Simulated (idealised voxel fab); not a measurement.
Process module, titled voxel plated lines
240 nm wide, 5 nm square cells: that's cross-section cut.
In this document a cross-section is written as a grid of square cells. It is given as a series of bands, listed from the top down, and a band is one or more rows of cells.
Each band's line starts with the height of the band's top and of its bottom, in nm. Then come its materials from left to right, each with its width in nm. One material with "throughout" fills the band from edge to edge. "air" is empty space.
Beneath 0, the wafer as received is one material, and that level is where height counting begins. The lowest band goes on downward without a bottom; it is written like "z 0 and below".
A width given as "30 to 40" starts at the first number in the band's top row and ends at the second number in its bottom row, shifting by an equal amount at every step from row to row.
Given "remained unchanged" for a step, no cell of the cross-section differs between before and after that step.
Empty spaces without an open route to the top, at least 8 cells in extent, make up the entry "Enclosed voids"; each is given as width x height at distance, where the distance is measured from the left edge, and all are in nm.
That trailing text on a step's line, after the settings, is the simulator's own remark on the step.
overlay nm: right-of-plan distance of the mask on a masked step; negative values mean left-of-plan.
PLANNED PROCESS STEPS
1: RECEIVE,material Si
2: CONFORMAL_DEP,material SiO2,thk nm 5
3: DIRECTIONAL_DEP,material TiN,thk nm 5
4: PATTERN,tone open,mask id LINES,material resist,width nm 30,pitch nm 45,thk nm 35,overlay nm 0
5: EPI,material Ru,thk nm 10
6: EPI,material Ru,thk nm 10
7: EPI,material Ru,thk nm 10
8: STRIP,etch materials resist
9: DIRECTIONAL_ETCH,etch materials TiN,depth nm 5
10: CONFORMAL_DEP,material SiCN,thk nm 5
THE CROSS-SECTION HERE SHOWS THE WAFER AS RECEIVED, I.E. IN ITS STATE AFTER STEP 1
  z 0 and below | Si throughout
  Enclosed voids: none
SECTIONED VIEW, FIRST OF TWO WAFERS, AT THE CLOSE OF THE MODULE, PROCESSED AS INTENDED IN THE PLAN
  z 45 to 40 | 55 nm air, 40 nm SiCN, 5 nm air, 40 nm SiCN, 5 nm air, 40 nm SiCN, 55 nm air
  z 40 to 10 | 55 nm air, 5 nm SiCN, 30 nm Ru, 5 nm SiCN, 5 nm air, 5 nm SiCN, 30 nm Ru, 5 nm SiCN, 5 nm air, 5 nm SiCN, 30 nm Ru, 5 nm SiCN, 55 nm air
  z 10 to 5 | 60 nm SiCN, 30 nm TiN, 15 nm SiCN, 30 nm TiN, 15 nm SiCN, 30 nm TiN, 60 nm SiCN
  z 5 to 0 | SiO2 throughout
  z 0 and below | Si throughout
  Enclosed voids: none
END OF MODULE, SECOND WAFER, CROSS-SECTION. STARTED LIKE THE FIRST, PLANNED LIKE THE FIRST, RUN WITH ONE MISTAKE
  z 55 to 50 | 50 nm air, 140 nm SiCN, 50 nm air
  z 50 to 40 | 50 nm air, 5 to 10 nm SiCN, 40 to 30 nm Ru, 5 to 15 nm SiCN, 40 to 30 nm Ru, 5 to 15 nm SiCN, 40 to 30 nm Ru, 5 to 10 nm SiCN, 50 nm air
  z 40 to 15 | 55 nm air, 5 nm SiCN, 30 nm Ru, 5 nm SiCN, 5 nm air, 5 nm SiCN, 30 nm Ru, 5 nm SiCN, 5 nm air, 5 nm SiCN, 30 nm Ru, 5 nm SiCN, 55 nm air
  z 15 to 10 | 50 nm air, 10 nm SiCN, 30 nm Ru, 15 nm SiCN, 30 nm Ru, 15 nm SiCN, 30 nm Ru, 10 nm SiCN, 50 nm air
  z 10 to 5 | 55 nm SiCN, 40 nm TiN, 5 nm SiCN, 40 nm TiN, 5 nm SiCN, 40 nm TiN, 55 nm SiCN
  z 5 to 0 | SiO2 throughout
  z 0 and below | Si throughout
  Enclosed voids: none
Against the plan, the run slipped here: one of the indistinguishable steps 5, 6 and 7 was run twice, its identity unknown
Upon completion, the second wafer contains, in terms of cells, a greater or smaller amount of certain materials than the first wafer: Ru: 42 more | SiCN: 16 more | TiN: 6 more
